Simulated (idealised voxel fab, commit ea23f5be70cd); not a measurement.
You're looking at the process module voxel transistor to metal.
In the cross-section labelled cut, the width is 150 nm and each square cell is 5 nm.
We lay out every cross-section as a grid of square cells and spell it out in bands from the top down, where one band means one or more rows of cells.
Look at the band entry: it leads with the top's height and the bottom's height in nm. Then it lists the materials left to right, with a width in nm for each. The word "throughout" on a single material says that material fills the band edge to edge. The word "empty" is empty space.
Height 0 is the level under which the wafer as received is all one material. The lowest band goes on downwards, as in "0 nm and below".
Think of "30..40" as a width that walks from the first number to the second as you go down the band, top row to bottom row, taking equal-sized steps from row to row.
Where a step carries "identical to before", the cross-section came out of it unchanged, cell for cell.
Closed empty spaces (no open way to the top) of 8 cells or more are what "Closed internal cavities" lists, each as width x height at distance from the left edge, nm for all three.
It should be noted that, on the line of a given step, the content following the step's settings is a remark produced by the simulator itself with respect to that step.
The optional step-line setting "overlay nm" applies to steps with a mask and quantifies how far to the right of its planned location the mask lay, a negative value indicating leftward placement.
Before/after cross-section pairs, one process step each; after shown to lowest changed band; step and settings beneath. Pairs may be from different runs of this module on the same starting wafer; a pair continues from the one above only where its "Prior state" entry says so.

Prior state:
	120 nm to 100 nm  35 SiO2 | 20 empty | 45 SiO2 | 20 empty | 30 SiO2
	100 nm to 85 nm  35 SiO2 | 15 empty | 50 SiO2 | 15 empty | 35 SiO2
	85 nm to 80 nm  35 SiCN | 15 empty | 50 SiCN | 15 empty | 35 SiCN
	80 nm to 55 nm  30 SiO2 | 5 SiN | 15 Ru | 5 SiN | 40 SiO2 | 5 SiN | 15 Ru | 5 SiN | 30 SiO2
	55 nm to 50 nm  35 SiN | 15 TiN | 50 SiN | 15 TiN | 35 SiN
	50 nm to 35 nm  35 SiO2 | 5 TiN | 5 W | 5 TiN | 50 SiO2 | 5 TiN | 5 W | 5 TiN | 35 SiO2
	35 nm to 20 nm  35 SiO2 | 5 TiN | 5 W | 5 TiN | 5 SiO2 | 10 SiN | 20 SiCN | 10 SiN | 5 SiO2 | 5 TiN | 5 W | 5 TiN | 35 SiO2
	20 nm to 5 nm  35 SiO2 | 5 TiN | 5 W | 5 TiN | 5 SiO2 | 10 SiN | 20 polySi | 10 SiN | 5 SiO2 | 5 TiN | 5 W | 5 TiN | 35 SiO2
	5 nm to 0 nm  35 SiO2 | 15 TiN | 5 SiO2 | 10 SiN | 20 polySi | 10 SiN | 5 SiO2 | 15 TiN | 35 SiO2
	0 nm to -5 nm  35 SiO2 | 10 TiN | 10 SiGe | 10 SiN | 20 polySi | 10 SiN | 10 SiGe | 10 TiN | 35 SiO2
	-5 nm to -10 nm  25 SiO2 | 30 SiGe | 40 SiO2 | 30 SiGe | 25 SiO2
	-10 nm to -15 nm  30 SiO2 | 25 SiGe | 40 Si | 25 SiGe | 30 SiO2
	-15 nm to -30 nm  30 SiO2 | 90 Si | 30 SiO2
	-30 nm and below  Si throughout
	Closed internal cavities: none

After the Step:
	125 nm to 120 nm  40 TiN | 10 empty | 55 TiN | 10 empty | 35 TiN
	120 nm to 105 nm  35 SiO2 | 5 TiN | 10 empty | 5 TiN | 45 SiO2 | 5 TiN | 10 empty | 5 TiN | 30 SiO2
	105 nm to 100 nm  35 SiO2 | 5 TiN | 5 empty | 10 TiN | 45 SiO2 | 5 TiN | 5 empty | 10 TiN | 30 SiO2
	100 nm to 85 nm  35 SiO2 | 5 TiN | 5 empty | 5 TiN | 50 SiO2 | 5 TiN | 5 empty | 5 TiN | 35 SiO2
	85 nm to 80 nm  35 SiCN | 15 TiN | 50 SiCN | 15 TiN | 35 SiCN
	Lower than 80, everything is as it was.
	Closed internal cavities: none
Here is the step that sits between the two cross-sections above: CONFORMAL_DEP: material TiN, thk nm 5

Prior state: The initial state for this step is given by the after cross-section of the immediately preceding pair.

After the Step:
	135 nm to 125 nm  Ru throughout
	125 nm to 120 nm  40 TiN | 10 Ru | 55 TiN | 10 Ru | 35 TiN
	120 nm to 105 nm  35 SiO2 | 5 TiN | 10 Ru | 5 TiN | 45 SiO2 | 5 TiN | 10 Ru | 5 TiN | 30 SiO2
	105 nm to 100 nm  35 SiO2 | 5 TiN | 5 Ru | 10 TiN | 45 SiO2 | 5 TiN | 5 Ru | 10 TiN | 30 SiO2
	100 nm to 85 nm  35 SiO2 | 5 TiN | 5 Ru | 5 TiN | 50 SiO2 | 5 TiN | 5 Ru | 5 TiN | 35 SiO2
	Lower than 85, everything is as it was.
	Closed internal cavities: none
Here is the step that sits between the two cross-sections above: FILL_DEP: material Ru, thk nm 10

Prior state: The initial state for this step is given by the after cross-section of the immediately preceding pair.

After the Step:
	120 nm to 105 nm  35 SiO2 | 5 TiN | 10 Ru | 5 TiN | 45 SiO2 | 5 TiN | 10 Ru | 5 TiN | 30 SiO2
	Lower than 105, everything is as it was.
	Closed internal cavities: none
Here is the step that sits between the two cross-sections above: CMP: height nm 120

Prior state: The initial state for this step is given by the after cross-section of the immediately preceding pair.

After the Step:
	125 nm to 120 nm  SiN throughout
	Lower than 120, everything is as it was.
	Closed internal cavities: none
Here is the step that sits between the two cross-sections above: CONFORMAL_DEP: material SiN, thk nm 5

Prior state:
	15 nm to 0 nm  SiN throughout
	0 nm to -5 nm  SiO2 throughout
	-5 nm and below  Si throughout
	Closed internal cavities: none

After the Step:
	35 nm to 15 nm  25 empty | 90 resist | 35 empty
	Lower than 15, everything is as it was.
	Closed internal cavities: none
Here is the step that sits between the two cross-sections above: PATTERN: tone cover, mask id ACTIVE, material resist, width nm 90, thk nm 20, overlay nm -5

Prior state: The initial state for this step is given by the after cross-section of the immediately preceding pair.

After the Step:
	35 nm to 15 nm  25 empty | 90 resist | 35 empty
	15 nm to 0 nm  25 empty | 90 SiN | 35 empty
	Lower than 0, everything is as it was.
	Closed internal cavities: none
Here is the step that sits between the two cross-sections above: DIRECTIONAL_ETCH: etch materials SiN, depth nm 15

Prior state: The initial state for this step is given by the after cross-section of the immediately preceding pair.

After the Step:
	35 nm to 15 nm  25 empty | 90 resist | 35 empty
	15 nm to 0 nm  25 empty | 90 SiN | 35 empty
	0 nm to -5 nm  25 empty | 90 SiO2 | 35 empty
	Lower than -5, everything is as it was.
	Closed internal cavities: none
Here is the step that sits between the two cross-sections above: DIRECTIONAL_ETCH: etch materials SiO2, depth nm 5

Prior state: The initial state for this step is given by the after cross-section of the immediately preceding pair.

After the Step:
	35 nm to 15 nm  25 empty | 90 resist | 35 empty
	15 nm to 0 nm  25 empty | 90 SiN | 35 empty
	0 nm to -5 nm  25 empty | 90 SiO2 | 35 empty
	-5 nm to -30 nm  25 empty | 90 Si | 35 empty
	Lower than -30, everything is as it was.
	Closed internal cavities: none
Here is the step that sits between the two cross-sections above: DIRECTIONAL_ETCH: etch materials Si, depth nm 25

Prior state: The initial state for this step is given by the after cross-section of the immediately preceding pair.

After the Step:
	15 nm to 0 nm  25 empty | 90 SiN | 35 empty
	Lower than 0, everything is as it was.
	Closed internal cavities: none
Here is the step that sits between the two cross-sections above: STRIP: etch materials resist

Prior state: The initial state for this step is given by the after cross-section of the immediately preceding pair.

After the Step:
	20 nm to 15 nm  SiO2 throughout
	15 nm to 0 nm  25 SiO2 | 90 SiN | 35 SiO2
	0 nm to -5 nm  SiO2 throughout
	-5 nm to -30 nm  25 SiO2 | 90 Si | 35 SiO2
	Lower than -30, everything is as it was.
	Closed internal cavities: none
Here is the step that sits between the two cross-sections above: FILL_DEP: material SiO2, thk nm 5

Prior state: The initial state for this step is given by the after cross-section of the immediately preceding pair.

After the Step:
	15 nm to 0 nm  25 SiO2 | 90 SiN | 35 SiO2
	Lower than 0, everything is as it was.
	Closed internal cavities: none
Here is the step that sits between the two cross-sections above: CMP: height nm 15

Prior state: The initial state for this step is given by the after cross-section of the immediately preceding pair.

After the Step:
	15 nm to 0 nm  25 empty | 90 SiN | 35 empty
	Lower than 0, everything is as it was.
	Closed internal cavities: none
Here is the step that sits between the two cross-sections above: SELECTIVE_ETCH: etch materials SiO2, depth nm 15

Prior state: The initial state for this step is given by the after cross-section of the immediately preceding pair.

After the Step:
	0 nm to -5 nm  SiO2 throughout
	Lower than -5, everything is as it was.
	Closed internal cavities: none
Here is the step that sits between the two cross-sections above: STRIP: etch materials SiN

Prior state: The initial state for this step is given by the after cross-section of the immediately preceding pair.

After the Step:
	-5 nm to -30 nm  25 SiO2 | 90 Si | 35 SiO2
	Lower than -30, everything is as it was.
	Closed internal cavities: none
Here is the step that sits between the two cross-sections above: SELECTIVE_ETCH: etch materials SiO2, depth nm 5

Prior state: The initial state for this step is given by the after cross-section of the immediately preceding pair.

After the Step:
	-5 nm to -10 nm  SiO2 throughout
	Lower than -10, everything is as it was.
	Closed internal cavities: none
Here is the step that sits between the two cross-sections above: OXIDIZE: depth nm 5

Prior state: The initial state for this step is given by the after cross-section of the immediately preceding pair.

After the Step:
	20 nm to -5 nm  polySi throughout
	Lower than -5, everything is as it was.
	Closed internal cavities: none
Here is the step that sits between the two cross-sections above: DIRECTIONAL_DEP: material polySi, thk nm 25

Prior state: The initial state for this step is given by the after cross-section of the immediately preceding pair.

After the Step:
	35 nm to 20 nm  SiCN throughout
	Lower than 20, everything is as it was.
	Closed internal cavities: none
Here is the step that sits between the two cross-sections above: DIRECTIONAL_DEP: material SiCN, thk nm 15

Prior state: The initial state for this step is given by the after cross-section of the immediately preceding pair.

After the Step:
	35 nm to 20 nm  65 empty | 20 SiCN | 65 empty
	Lower than 20, everything is as it was.
	Closed internal cavities: none
Here is the step that sits between the two cross-sections above: MASKED_ETCH: tone cover, mask id GATE, width nm 20, etch materials SiCN, depth nm 25, overlay nm 0

Prior state: The initial state for this step is given by the after cross-section of the immediately preceding pair.

After the Step:
	35 nm to 20 nm  65 empty | 20 SiCN | 65 empty
	20 nm to -5 nm  65 empty | 20 polySi | 65 empty
	Lower than -5, everything is as it was.
	Closed internal cavities: none
Here is the step that sits between the two cross-sections above: MASKED_ETCH: tone cover, mask id GATE, width nm 20, etch materials polySi, depth nm 35, overlay nm 0

Prior state: The initial state for this step is given by the after cross-section of the immediately preceding pair.

After the Step:
	45 nm to 35 nm  55 empty | 40 SiN | 55 empty
	35 nm to 20 nm  55 empty | 10 SiN | 20 SiCN | 10 SiN | 55 empty
	20 nm to 5 nm  55 empty | 10 SiN | 20 polySi | 10 SiN | 55 empty
	5 nm to -5 nm  65 SiN | 20 polySi | 65 SiN
	Lower than -5, everything is as it was.
	Closed internal cavities: none
Here is the step that sits between the two cross-sections above: CONFORMAL_DEP: material SiN, thk nm 10

Prior state: The initial state for this step is given by the after cross-section of the immediately preceding pair.

After the Step:
	35 nm to 20 nm  55 empty | 10 SiN | 20 SiCN | 10 SiN | 55 empty
	20 nm to -5 nm  55 empty | 10 SiN | 20 polySi | 10 SiN | 55 empty
	Lower than -5, everything is as it was.
	Closed internal cavities: none
Here is the step that sits between the two cross-sections above: DIRECTIONAL_ETCH: etch materials SiN, depth nm 10

Prior state: The initial state for this step is given by the after cross-section of the immediately preceding pair.

After the Step:
	35 nm to 20 nm  55 empty | 10 SiN | 20 SiCN | 10 SiN | 55 empty
	20 nm to -5 nm  55 empty | 10 SiN | 20 polySi | 10 SiN | 55 empty
	-5 nm to -10 nm  55 empty | 40 SiO2 | 55 empty
	Lower than -10, everything is as it was.
	Closed internal cavities: none
Here is the step that sits between the two cross-sections above: DIRECTIONAL_ETCH: etch materials SiO2, depth nm 5

Prior state: The initial state for this step is given by the after cross-section of the immediately preceding pair.

After the Step:
	35 nm to 20 nm  55 empty | 10 SiN | 20 SiCN | 10 SiN | 55 empty
	20 nm to -5 nm  55 empty | 10 SiN | 20 polySi | 10 SiN | 55 empty
	-5 nm to -10 nm  55 empty | 40 SiO2 | 55 empty
	-10 nm to -15 nm  25 SiO2 | 30 empty | 40 Si | 20 empty | 35 SiO2
	Lower than -15, everything is as it was.
	Closed internal cavities: none
Here is the step that sits between the two cross-sections above: DIRECTIONAL_ETCH: etch materials Si, depth nm 5

Prior state: The initial state for this step is given by the after cross-section of the immediately preceding pair.

After the Step:
	35 nm to 20 nm  55 empty | 10 SiN | 20 SiCN | 10 SiN | 55 empty
	20 nm to 0 nm  55 empty | 10 SiN | 20 polySi | 10 SiN | 55 empty
	0 nm to -5 nm  45 empty | 10 SiGe | 10 SiN | 20 polySi | 10 SiN | 10 SiGe | 45 empty
	-5 nm to -10 nm  20 empty | 35 SiGe | 40 SiO2 | 25 SiGe | 30 empty
	-10 nm to -15 nm  25 SiO2 | 30 SiGe | 40 Si | 20 SiGe | 35 SiO2
	Lower than -15, everything is as it was.
	Closed internal cavities: none
Here is the step that sits between the two cross-sections above: EPI: material SiGe, thk nm 10

Prior state: The initial state for this step is given by the after cross-section of the immediately preceding pair.

After the Step:
	40 nm to 35 nm  SiO2 throughout
	35 nm to 20 nm  55 SiO2 | 10 SiN | 20 SiCN | 10 SiN | 55 SiO2
	20 nm to 0 nm  55 SiO2 | 10 SiN | 20 polySi | 10 SiN | 55 SiO2
	0 nm to -5 nm  45 SiO2 | 10 SiGe | 10 SiN | 20 polySi | 10 SiN | 10 SiGe | 45 SiO2
	-5 nm to -10 nm  20 SiO2 | 35 SiGe | 40 SiO2 | 25 SiGe | 30 SiO2
	Lower than -10, everything is as it was.
	Closed internal cavities: none
Here is the step that sits between the two cross-sections above: FILL_DEP: material SiO2, thk nm 5

Prior state: The initial state for this step is given by the after cross-section of the immediately preceding pair.

After the Step:
	35 nm to 20 nm  55 SiO2 | 10 SiN | 20 SiCN | 10 SiN | 55 SiO2
	Lower than 20, everything is as it was.
	Closed internal cavities: none
Here is the step that sits between the two cross-sections above: CMP: height nm 35

Prior state: The initial state for this step is given by the after cross-section of the immediately preceding pair.

After the Step:
	50 nm to 35 nm  SiO2 throughout
	Lower than 35, everything is as it was.
	Closed internal cavities: none
Here is the step that sits between the two cross-sections above: DIRECTIONAL_DEP: material SiO2, thk nm 15

Prior state: The initial state for this step is given by the after cross-section of the immediately preceding pair.

After the Step:
	70 nm to 50 nm  35 resist | 15 empty | 50 resist | 15 empty | 35 resist
	Lower than 50, everything is as it was.
	Closed internal cavities: none
Here is the step that sits between the two cross-sections above: PATTERN: tone open, mask id CONTACT, material resist, width nm 15, pitch nm 65, thk nm 20, overlay nm 0

Prior state: The initial state for this step is given by the after cross-section of the immediately preceding pair.

After the Step:
	70 nm to 50 nm  35 resist | 15 empty | 50 resist | 15 empty | 35 resist
	50 nm to 35 nm  35 SiO2 | 15 empty | 50 SiO2 | 15 empty | 35 SiO2
	35 nm to 20 nm  35 SiO2 | 15 empty | 5 SiO2 | 10 SiN | 20 SiCN | 10 SiN | 5 SiO2 | 15 empty | 35 SiO2
	20 nm to 0 nm  35 SiO2 | 15 empty | 5 SiO2 | 10 SiN | 20 polySi | 10 SiN | 5 SiO2 | 15 empty | 35 SiO2
	0 nm to -5 nm  35 SiO2 | 10 empty | 10 SiGe | 10 SiN | 20 polySi | 10 SiN | 10 SiGe | 10 empty | 35 SiO2
	Lower than -5, everything is as it was.
	Closed internal cavities: none
Here is the step that sits between the two cross-sections above: DIRECTIONAL_ETCH: etch materials SiO2, depth nm 55

Prior state: The initial state for this step is given by the after cross-section of the immediately preceding pair.

After the Step:
	50 nm to 35 nm  35 SiO2 | 15 empty | 50 SiO2 | 15 empty | 35 SiO2
	Lower than 35, everything is as it was.
	Closed internal cavities: none
Here is the step that sits between the two cross-sections above: STRIP: etch materials resist

Prior state: The initial state for this step is given by the after cross-section of the immediately preceding pair.

After the Step:
	55 nm to 50 nm  40 TiN | 5 empty | 60 TiN | 5 empty | 40 TiN
	50 nm to 35 nm  35 SiO2 | 5 TiN | 5 empty | 5 TiN | 50 SiO2 | 5 TiN | 5 empty | 5 TiN | 35 SiO2
	35 nm to 20 nm  35 SiO2 | 5 TiN | 5 empty | 5 TiN | 5 SiO2 | 10 SiN | 20 SiCN | 10 SiN | 5 SiO2 | 5 TiN | 5 empty | 5 TiN | 35 SiO2
	20 nm to 5 nm  35 SiO2 | 5 TiN | 5 empty | 5 TiN | 5 SiO2 | 10 SiN | 20 polySi | 10 SiN | 5 SiO2 | 5 TiN | 5 empty | 5 TiN | 35 SiO2
	5 nm to 0 nm  35 SiO2 | 15 TiN | 5 SiO2 | 10 SiN | 20 polySi | 10 SiN | 5 SiO2 | 15 TiN | 35 SiO2
	0 nm to -5 nm  35 SiO2 | 10 TiN | 10 SiGe | 10 SiN | 20 polySi | 10 SiN | 10 SiGe | 10 TiN | 35 SiO2
	Lower than -5, everything is as it was.
	Closed internal cavities: none
Here is the step that sits between the two cross-sections above: CONFORMAL_DEP: material TiN, thk nm 5

Prior state: The initial state for this step is given by the after cross-section of the immediately preceding pair.

After the Step:
	65 nm to 55 nm  W throughout
	55 nm to 50 nm  40 TiN | 5 W | 60 TiN | 5 W | 40 TiN
	50 nm to 35 nm  35 SiO2 | 5 TiN | 5 W | 5 TiN | 50 SiO2 | 5 TiN | 5 W | 5 TiN | 35 SiO2
	35 nm to 20 nm  35 SiO2 | 5 TiN | 5 W | 5 TiN | 5 SiO2 | 10 SiN | 20 SiCN | 10 SiN | 5 SiO2 | 5 TiN | 5 W | 5 TiN | 35 SiO2
	20 nm to 5 nm  35 SiO2 | 5 TiN | 5 W | 5 TiN | 5 SiO2 | 10 SiN | 20 polySi | 10 SiN | 5 SiO2 | 5 TiN | 5 W | 5 TiN | 35 SiO2
	Lower than 5, everything is as it was.
	Closed internal cavities: none
Here is the step that sits between the two cross-sections above: FILL_DEP: material W, thk nm 10

Prior state: The initial state for this step is given by the after cross-section of the immediately preceding pair.

After the Step:
	50 nm to 35 nm  35 SiO2 | 5 TiN | 5 W | 5 TiN | 50 SiO2 | 5 TiN | 5 W | 5 TiN | 35 SiO2
	Lower than 35, everything is as it was.
	Closed internal cavities: none
Here is the step that sits between the two cross-sections above: CMP: height nm 50

Prior state: The initial state for this step is given by the after cross-section of the immediately preceding pair.

After the Step:
	55 nm to 50 nm  TiN throughout
	Lower than 50, everything is as it was.
	Closed internal cavities: none
Here is the step that sits between the two cross-sections above: DIRECTIONAL_DEP: material TiN, thk nm 5

Prior state: The initial state for this step is given by the after cross-section of the immediately preceding pair.

After the Step:
	80 nm to 55 nm  Ru throughout
	Lower than 55, everything is as it was.
	Closed internal cavities: none
Here is the step that sits between the two cross-sections above: DIRECTIONAL_DEP: material Ru, thk nm 25

Prior state: The initial state for this step is given by the after cross-section of the immediately preceding pair.

After the Step:
	90 nm to 80 nm  aC throughout
	Lower than 80, everything is as it was.
	Closed internal cavities: none
Here is the step that sits between the two cross-sections above: DIRECTIONAL_DEP: material aC, thk nm 10

Prior state: The initial state for this step is given by the after cross-section of the immediately preceding pair.

After the Step:
	115 nm to 90 nm  35 empty | 15 resist | 50 empty | 15 resist | 35 empty
	Lower than 90, everything is as it was.
	Closed internal cavities: none
Here is the step that sits between the two cross-sections above: PATTERN: tone cover, mask id METAL_1, material resist, width nm 15, pitch nm 65, thk nm 25, overlay nm 0

Prior state: The initial state for this step is given by the after cross-section of the immediately preceding pair.

After the Step:
	105 nm to 90 nm  35 empty | 15 resist | 50 empty | 15 resist | 35 empty
	90 nm to 80 nm  35 empty | 15 aC | 50 empty | 15 aC | 35 empty
	Lower than 80, everything is as it was.
	Closed internal cavities: none
Here is the step that sits between the two cross-sections above: DIRECTIONAL_ETCH: etch materials aC, depth nm 10

Prior state: The initial state for this step is given by the after cross-section of the immediately preceding pair.

After the Step:
	90 nm to 80 nm  35 empty | 15 aC | 50 empty | 15 aC | 35 empty
	Lower than 80, everything is as it was.
	Closed internal cavities: none
Here is the step that sits between the two cross-sections above: STRIP: etch materials resist

Prior state: The initial state for this step is given by the after cross-section of the immediately preceding pair.

After the Step:
	90 nm to 80 nm  35 empty | 15 aC | 50 empty | 15 aC | 35 empty
	80 nm to 55 nm  35 empty | 15 Ru | 50 empty | 15 Ru | 35 empty
	Lower than 55, everything is as it was.
	Closed internal cavities: none
Here is the step that sits between the two cross-sections above: DIRECTIONAL_ETCH: etch materials Ru, depth nm 25

Prior state: The initial state for this step is given by the after cross-section of the immediately preceding pair.

After the Step:
	90 nm to 80 nm  35 empty | 15 aC | 50 empty | 15 aC | 35 empty
	80 nm to 55 nm  35 empty | 15 Ru | 50 empty | 15 Ru | 35 empty
	55 nm to 50 nm  35 empty | 15 TiN | 50 empty | 15 TiN | 35 empty
	Lower than 50, everything is as it was.
	Closed internal cavities: none
Here is the step that sits between the two cross-sections above: DIRECTIONAL_ETCH: etch materials TiN, depth nm 5

Prior state: The initial state for this step is given by the after cross-section of the immediately preceding pair.

After the Step:
	80 nm to 55 nm  35 empty | 15 Ru | 50 empty | 15 Ru | 35 empty
	Lower than 55, everything is as it was.
	Closed internal cavities: none
Here is the step that sits between the two cross-sections above: STRIP: etch materials aC

Prior state: The initial state for this step is given by the after cross-section of the immediately preceding pair.

After the Step:
	85 nm to 80 nm  30 empty | 25 SiN | 40 empty | 25 SiN | 30 empty
	80 nm to 55 nm  30 empty | 5 SiN | 15 Ru | 5 SiN | 40 empty | 5 SiN | 15 Ru | 5 SiN | 30 empty
	55 nm to 50 nm  35 SiN | 15 TiN | 50 SiN | 15 TiN | 35 SiN
	Lower than 50, everything is as it was.
	Closed internal cavities: none
Here is the step that sits between the two cross-sections above: CONFORMAL_DEP: material SiN, thk nm 5

Prior state: The initial state for this step is given by the after cross-section of the immediately preceding pair.

After the Step:
	90 nm to 85 nm  SiO2 throughout
	85 nm to 80 nm  30 SiO2 | 25 SiN | 40 SiO2 | 25 SiN | 30 SiO2
	80 nm to 55 nm  30 SiO2 | 5 SiN | 15 Ru | 5 SiN | 40 SiO2 | 5 SiN | 15 Ru | 5 SiN | 30 SiO2
	Lower than 55, everything is as it was.
	Closed internal cavities: none
Here is the step that sits between the two cross-sections above: FILL_DEP: material SiO2, thk nm 5

Prior state: The initial state for this step is given by the after cross-section of the immediately preceding pair.

After the Step:
	80 nm to 55 nm  30 SiO2 | 5 SiN | 15 Ru | 5 SiN | 40 SiO2 | 5 SiN | 15 Ru | 5 SiN | 30 SiO2
	Lower than 55, everything is as it was.
	Closed internal cavities: none
Here is the step that sits between the two cross-sections above: CMP: height nm 80

Prior state: The initial state for this step is given by the after cross-section of the immediately preceding pair.

After the Step:
	85 nm to 80 nm  SiCN throughout
	Lower than 80, everything is as it was.
	Closed internal cavities: none
Here is the step that sits between the two cross-sections above: CONFORMAL_DEP: material SiCN, thk nm 5

Prior state: The initial state for this step is given by the after cross-section of the immediately preceding pair.

After the Step:
	120 nm to 85 nm  SiO2 throughout
	Lower than 85, everything is as it was.
	Closed internal cavities: none
Here is the step that sits between the two cross-sections above: DIRECTIONAL_DEP: material SiO2, thk nm 35

Prior state: The initial state for this step is given by the after cross-section of the immediately preceding pair.

After the Step:
	140 nm to 120 nm  35 resist | 15 empty | 50 resist | 15 empty | 35 resist
	Lower than 120, everything is as it was.
	Closed internal cavities: none
Here is the step that sits between the two cross-sections above: PATTERN: tone open, mask id METAL_2, material resist, width nm 15, pitch nm 65, thk nm 20, overlay nm 0

Prior state: The initial state for this step is given by the after cross-section of the immediately preceding pair.

After the Step:
	140 nm to 120 nm  35 resist | 15 empty | 50 resist | 15 empty | 35 resist
	120 nm to 100 nm  35 SiO2 | 15 empty | 50 SiO2 | 15 empty | 35 SiO2
	Lower than 100, everything is as it was.
	Closed internal cavities: none
Here is the step that sits between the two cross-sections above: DIRECTIONAL_ETCH: etch materials SiO2, depth nm 20

Prior state: The initial state for this step is given by the after cross-section of the immediately preceding pair.

After the Step:
	120 nm to 100 nm  35 SiO2 | 15 empty | 50 SiO2 | 15 empty | 35 SiO2
	Lower than 100, everything is as it was.
	Closed internal cavities: none
Here is the step that sits between the two cross-sections above: STRIP: etch materials resist

Prior state: The initial state for this step is given by the after cross-section of the immediately preceding pair.

After the Step:
	140 nm to 120 nm  35 resist | 15 empty | 50 resist | 15 empty | 35 resist
	Lower than 120, everything is as it was.
	Closed internal cavities: none
Here is the step that sits between the two cross-sections above: PATTERN: tone open, mask id METAL_2_HOLES, material resist, width nm 15, pitch nm 65, thk nm 20, overlay nm 0

Prior state: The initial state for this step is given by the after cross-section of the immediately preceding pair.

After the Step:
	140 nm to 120 nm  35 resist | 15 empty | 50 resist | 15 empty | 35 resist
	120 nm to 85 nm  35 SiO2 | 15 empty | 50 SiO2 | 15 empty | 35 SiO2
	Lower than 85, everything is as it was.
	Closed internal cavities: none
Here is the step that sits between the two cross-sections above: DIRECTIONAL_ETCH: etch materials SiO2, depth nm 15

Prior state: The initial state for this step is given by the after cross-section of the immediately preceding pair.

After the Step:
	140 nm to 120 nm  35 resist | 15 empty | 50 resist | 15 empty | 35 resist
	120 nm to 85 nm  35 SiO2 | 15 empty | 50 SiO2 | 15 empty | 35 SiO2
	85 nm to 80 nm  35 SiCN | 15 empty | 50 SiCN | 15 empty | 35 SiCN
	Lower than 80, everything is as it was.
	Closed internal cavities: none
Here is the step that sits between the two cross-sections above: DIRECTIONAL_ETCH: etch materials SiCN, depth nm 5

Prior state: The initial state for this step is given by the after cross-section of the immediately preceding pair.

After the Step:
	120 nm to 85 nm  35 SiO2 | 15 empty | 50 SiO2 | 15 empty | 35 SiO2
	Lower than 85, everything is as it was.
	Closed internal cavities: none
Here is the step that sits between the two cross-sections above: STRIP: etch materials resist

Prior state: The initial state for this step is given by the after cross-section of the immediately preceding pair.

After the Step:
	125 nm to 120 nm  40 TiN | 5 empty | 60 TiN | 5 empty | 40 TiN
	120 nm to 85 nm  35 SiO2 | 5 TiN | 5 empty | 5 TiN | 50 SiO2 | 5 TiN | 5 empty | 5 TiN | 35 SiO2
	85 nm to 80 nm  35 SiCN | 15 TiN | 50 SiCN | 15 TiN | 35 SiCN
	Lower than 80, everything is as it was.
	Closed internal cavities: none
Here is the step that sits between the two cross-sections above: CONFORMAL_DEP: material TiN, thk nm 5

Prior state: The initial state for this step is given by the after cross-section of the immediately preceding pair.

After the Step:
	135 nm to 125 nm  Ru throughout
	125 nm to 120 nm  40 TiN | 5 Ru | 60 TiN | 5 Ru | 40 TiN
	120 nm to 85 nm  35 SiO2 | 5 TiN | 5 Ru | 5 TiN | 50 SiO2 | 5 TiN | 5 Ru | 5 TiN | 35 SiO2
	Lower than 85, everything is as it was.
	Closed internal cavities: none
Here is the step that sits between the two cross-sections above: FILL_DEP: material Ru, thk nm 10

Prior state: The initial state for this step is given by the after cross-section of the immediately preceding pair.

After the Step:
	120 nm to 85 nm  35 SiO2 | 5 TiN | 5 Ru | 5 TiN | 50 SiO2 | 5 TiN | 5 Ru | 5 TiN | 35 SiO2
	Lower than 85, everything is as it was.
	Closed internal cavities: none
Here is the step that sits between the two cross-sections above: CMP: height nm 120

Prior state: The initial state for this step is given by the after cross-section of the immediately preceding pair.

After the Step:
	125 nm to 120 nm  SiN throughout
	Lower than 120, everything is as it was.
	Closed internal cavities: none
Here is the step that sits between the two cross-sections above: CONFORMAL_DEP: material SiN, thk nm 5

Prior state:
	85 nm to 80 nm  30 empty | 25 SiN | 40 empty | 25 SiN | 30 empty
	80 nm to 55 nm  30 empty | 5 SiN | 15 Ru | 5 SiN | 40 empty | 5 SiN | 15 Ru | 5 SiN | 30 empty
	55 nm to 50 nm  35 SiN | 15 TiN | 50 SiN | 15 TiN | 35 SiN
	50 nm to 35 nm  35 SiO2 | 5 TiN | 5 W | 5 TiN | 50 SiO2 | 5 TiN | 5 W | 5 TiN | 35 SiO2
	35 nm to 20 nm  35 SiO2 | 5 TiN | 5 W | 5 TiN | 5 SiO2 | 10 SiN | 20 SiCN | 10 SiN | 5 SiO2 | 5 TiN | 5 W | 5 TiN | 35 SiO2
	20 nm to 5 nm  35 SiO2 | 5 TiN | 5 W | 5 TiN | 5 SiO2 | 10 SiN | 20 polySi | 10 SiN | 5 SiO2 | 5 TiN | 5 W | 5 TiN | 35 SiO2
	5 nm to 0 nm  35 SiO2 | 15 TiN | 5 SiO2 | 10 SiN | 20 polySi | 10 SiN | 5 SiO2 | 15 TiN | 35 SiO2
	0 nm to -5 nm  35 SiO2 | 10 TiN | 10 SiGe | 10 SiN | 20 polySi | 10 SiN | 10 SiGe | 10 TiN | 35 SiO2
	-5 nm to -10 nm  25 SiO2 | 30 SiGe | 40 SiO2 | 30 SiGe | 25 SiO2
	-10 nm to -15 nm  30 SiO2 | 25 SiGe | 40 Si | 25 SiGe | 30 SiO2
	-15 nm to -30 nm  30 SiO2 | 90 Si | 30 SiO2
	-30 nm and below  Si throughout
	Closed internal cavities: none

After the Step:
	90 nm to 85 nm  TiN throughout
	85 nm to 80 nm  30 TiN | 25 SiN | 40 TiN | 25 SiN | 30 TiN
	80 nm to 55 nm  30 TiN | 5 SiN | 15 Ru | 5 SiN | 40 TiN | 5 SiN | 15 Ru | 5 SiN | 30 TiN
	Lower than 55, everything is as it was.
	Closed internal cavities: none
Here is the step that sits between the two cross-sections above: FILL_DEP: material TiN, thk nm 5

Prior state: The initial state for this step is given by the after cross-section of the immediately preceding pair.

After the Step:
	80 nm to 55 nm  30 TiN | 5 SiN | 15 Ru | 5 SiN | 40 TiN | 5 SiN | 15 Ru | 5 SiN | 30 TiN
	Lower than 55, everything is as it was.
	Closed internal cavities: none
Here is the step that sits between the two cross-sections above: CMP: height nm 80

Prior state: The initial state for this step is given by the after cross-section of the immediately preceding pair.

After the Step:
	85 nm to 80 nm  SiCN throughout
	Lower than 80, everything is as it was.
	Closed internal cavities: none
Here is the step that sits between the two cross-sections above: CONFORMAL_DEP: material SiCN, thk nm 5

Prior state: The initial state for this step is given by the after cross-section of the immediately preceding pair.

After the Step:
	120 nm to 85 nm  SiO2 throughout
	Lower than 85, everything is as it was.
	Closed internal cavities: none
Here is the step that sits between the two cross-sections above: DIRECTIONAL_DEP: material SiO2, thk nm 35

Prior state: The initial state for this step is given by the after cross-section of the immediately preceding pair.

After the Step:
	140 nm to 120 nm  35 resist | 15 empty | 50 resist | 15 empty | 35 resist
	Lower than 120, everything is as it was.
	Closed internal cavities: none
Here is the step that sits between the two cross-sections above: PATTERN: tone open, mask id METAL_2, material resist, width nm 15, pitch nm 65, thk nm 20, overlay nm 0
